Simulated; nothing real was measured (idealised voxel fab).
Process module name: voxel transistor to metal
210 nm wide, 5 nm square cells: that's cross-section cut.
Think of the cross-section as a grid of square cells. We describe it in bands, top to bottom, and each band covers one or more rows of those cells.
Quick guide to a band line: top height, bottom height (nm) up front; then every material left to right with its width in nm. Only one material and it's marked "edge to edge"? Then it fills the band edge to edge. And "empty" just means empty space.
Zero point of the height axis is 0; under it, received wafer = one material. Lowest band: continues down indefinitely, "0 down".
When a width is written as two numbers, as in "30 to 40", the first number is the width in the top row of cells of the band and the second is the width in its bottom row, and the width changes by the same amount from each row to the next.
"no change occurred" means the step left every cell of the cross-section as it was.
Closed-off voids of 8+ cells (no open route to the top) go in "Catalogued sealed voids", written width x height at distance from the left edge, in nm.
Note: text after step settings on the step line = simulator remark on that step.
"overlay nm" on a masked step: distance the mask lay right of its planned place, negative for left.
Planned process steps:
step 1: RECEIVE,material Si
step 2: CONFORMAL_DEP,material SiO2,thk nm 5
step 3: CONFORMAL_DEP,material SiN,thk nm 10
step 4: MASKED_ETCH,tone cover,mask id ACTIVE,width nm 110,etch materials SiN,depth nm 10,overlay nm 0
step 5: MASKED_ETCH,tone cover,mask id ACTIVE,width nm 110,etch materials SiO2,depth nm 5,overlay nm 0
step 6: MASKED_ETCH,tone cover,mask id ACTIVE,width nm 110,etch materials Si,depth nm 25,overlay nm 0
step 7: FILL_DEP,material SiO2,thk nm 10
step 8: CMP,height nm 15
step 9: SELECTIVE_ETCH,etch materials SiO2,depth nm 5
step 10: STRIP,etch materials SiN
step 11: SELECTIVE_ETCH,etch materials SiO2,depth nm 5
step 12: OXIDIZE,depth nm 5
step 13: DIRECTIONAL_DEP,material polySi,thk nm 25
step 14: DIRECTIONAL_DEP,material SiCN,thk nm 15
step 15: MASKED_ETCH,tone cover,mask id GATE,width nm 30,etch materials SiCN,depth nm 25,overlay nm 0
step 16: MASKED_ETCH,tone cover,mask id GATE,width nm 30,etch materials polySi,depth nm 35,overlay nm 0
step 17: CONFORMAL_DEP,material SiN,thk nm 5
step 18: DIRECTIONAL_ETCH,etch materials SiN,depth nm 5
step 19: DIRECTIONAL_ETCH,etch materials SiO2,depth nm 5
step 20: DIRECTIONAL_ETCH,etch materials Si,depth nm 15
step 21: EPI,material pSi,thk nm 15
step 22: FILL_DEP,material SiO2,thk nm 5
step 23: CMP,height nm 25
step 24: STRIP,etch materials polySi
step 25: SELECTIVE_ETCH,etch materials SiO2,depth nm 5
step 26: CONFORMAL_DEP,material HfO2,thk nm 5
step 27: CONFORMAL_DEP,material TiN,thk nm 5
step 28: FILL_DEP,material W,thk nm 5
step 29: CMP,height nm 20
step 30: DIRECTIONAL_DEP,material SiO2,thk nm 15
step 31: DIRECTIONAL_DEP,material aC,thk nm 15
step 32: PATTERN,tone open,mask id CONTACT,material resist,width nm 15,pitch nm 75,thk nm 35,overlay nm 0
step 33: DIRECTIONAL_ETCH,etch materials aC,depth nm 15
step 34: STRIP,etch materials resist
step 35: DIRECTIONAL_ETCH,etch materials SiO2,depth nm 40
step 36: STRIP,etch materials aC
step 37: CONFORMAL_DEP,material TiN,thk nm 5
step 38: FILL_DEP,material Ru,thk nm 10
step 39: CMP,height nm 35
step 40: CONFORMAL_DEP,material SiCN,thk nm 5
step 41: DIRECTIONAL_DEP,material lowk,thk nm 25
step 42: MASKED_ETCH,tone open,mask id METAL_1,width nm 15,pitch nm 75,etch materials lowk,depth nm 25,overlay nm 0
step 43: MASKED_ETCH,tone open,mask id METAL_1,width nm 15,pitch nm 75,etch materials SiCN,depth nm 5,overlay nm 0
step 44: CONFORMAL_DEP,material TiN,thk nm 5
step 45: FILL_DEP,material Cu,thk nm 10
step 46: CMP,height nm 65
step 47: CONFORMAL_DEP,material SiN,thk nm 5
Step 1 complete: cross-section of the wafer as received:
> 0 down | Si edge to edge
> Catalogued sealed voids: none
A wafer at the end: this start, this plan, one mistake:
> 70 to 65 | SiN edge to edge
> 65 to 40 | 60 nm lowk / 5 nm TiN / 5 nm Cu / 5 nm TiN / 60 nm lowk / 5 nm TiN / 5 nm Cu / 5 nm TiN / 60 nm lowk
> 40 to 35 | 60 nm SiCN / 15 nm TiN / 60 nm SiCN / 15 nm TiN / 60 nm SiCN
> 35 to 20 | 60 nm SiO2 / 5 nm TiN / 5 nm Ru / 5 nm TiN / 60 nm SiO2 / 5 nm TiN / 5 nm Ru / 5 nm TiN / 60 nm SiO2
> 20 to 10 | 60 nm SiO2 / 5 nm TiN / 5 nm Ru / 5 nm TiN / 10 nm SiO2 / 5 nm lowk / 5 nm HfO2 / 5 nm TiN / 10 nm W / 5 nm TiN / 5 nm HfO2 / 5 nm lowk / 10 nm SiO2 / 5 nm TiN / 5 nm Ru / 5 nm TiN / 60 nm SiO2
> 10 to 5 | 50 nm lowk / 10 nm SiO2 / 15 nm TiN / 10 nm SiO2 / 5 nm lowk / 5 nm HfO2 / 5 nm TiN / 10 nm W / 5 nm TiN / 5 nm HfO2 / 5 nm lowk / 10 nm SiO2 / 15 nm TiN / 10 nm SiO2 / 50 nm lowk
> 5 to 0 | 45 nm SiO2 / 45 nm lowk / 5 nm HfO2 / 20 nm TiN / 5 nm HfO2 / 45 nm lowk / 45 nm SiO2
> 0 to -5 | 85 nm SiO2 / 40 nm HfO2 / 85 nm SiO2
> -5 to -25 | 50 nm SiO2 / 110 nm Si / 50 nm SiO2
> -25 down | Si edge to edge
> Catalogued sealed voids: none
Which mistake was made when the wafer was run? planned and actual differ for step 17; actual: CONFORMAL_DEP,material lowk,thk nm 5
